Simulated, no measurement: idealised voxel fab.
process module | voxel quadruple lines
The cross-section shown here is cut; it is 265 nm wide and divided into square cells measuring 5 nm on a side.
Reading order for cross-sections: top band down to bottom band. Underlying form: a grid of square cells. Band size: one or more rows of cells.
In this notation a band is specified by the heights of its top and bottom, in that order and in nm, after which its materials appear from left to right, each paired with its width in nm. The word "full width" attached to a single material means that material fills the band from edge to edge; the word "air" stands for empty space.
Ref level 0: as-received wafer is one material below here. Bottom band extends down with no lower bound ("top 0, no bottom").
Width: "30->40" (first number = top row, second number = bottom row, same change from row to row of cells).
For the purposes of this document, the phrase "nothing got changed" attached to a step denotes that no cell within the cross-section was modified by that step.
"Closed void roster" enumerates empty spaces isolated from the top, with no open way to it, that contain at least 8 cells, giving each as width x height at distance from the left edge, all three in nm.
Past the settings on a step's line: simulator remark, on that step.
For masked steps, "overlay nm" on the step line gives how far right of plan the mask actually lay; a minus sign means it lay to the left.
SO HERE'S THE LINEUP OF PROCESS STEPS WE PLANNED
1 RECEIVE (material Si)
2 CONFORMAL_DEP (material SiO2; thk nm 10)
3 DIRECTIONAL_DEP (material Ru; thk nm 15)
4 DIRECTIONAL_DEP (material polySi; thk nm 20)
5 DIRECTIONAL_DEP (material aC; thk nm 25)
6 PATTERN (tone cover; mask id MANDREL; material resist; width nm 15; thk nm 35; overlay nm 0)
7 DIRECTIONAL_ETCH (etch materials aC; depth nm 25)
8 STRIP (etch materials resist)
9 CONFORMAL_DEP (material SiO2; thk nm 15)
10 DIRECTIONAL_ETCH (etch materials SiO2; depth nm 15)
11 STRIP (etch materials aC)
12 DIRECTIONAL_ETCH (etch materials polySi; depth nm 20)
13 STRIP (etch materials SiO2)
14 CONFORMAL_DEP (material SiN; thk nm 5)
15 DIRECTIONAL_ETCH (etch materials SiN; depth nm 5)
16 STRIP (etch materials polySi)
17 DIRECTIONAL_ETCH (etch materials Ru; depth nm 15)
18 STRIP (etch materials SiN)
Be aware that, although all wafers share a common starting state, the width nm at step 6 differs among them, and the plan displays the first wafer's value.
STEP 1 COMPLETE: AS-RECEIVED CROSS-SECTION OF THE FIRST OF SEVERAL WAFERS
- top 0, no bottom | Si full width
- Closed void roster: none
TABLE: WAFERS, A ROW EACH; END-OF-MODULE CELL CHANGE PER MATERIAL SINCE RECEIPT, GAIN (+), LOSS (-); THEN CLOSED VOIDS
width nm 15; +12 Ru; +106 SiO2; Closed void roster: none
width nm 20; +12 Ru; +106 SiO2; Closed void roster: none
width nm 25; +12 Ru; +106 SiO2; Closed void roster: none
width nm 30; +12 Ru; +106 SiO2; Closed void roster: none
width nm 35; +12 Ru; +106 SiO2; Closed void roster: none
width nm 40; +12 Ru; +106 SiO2; Closed void roster: none
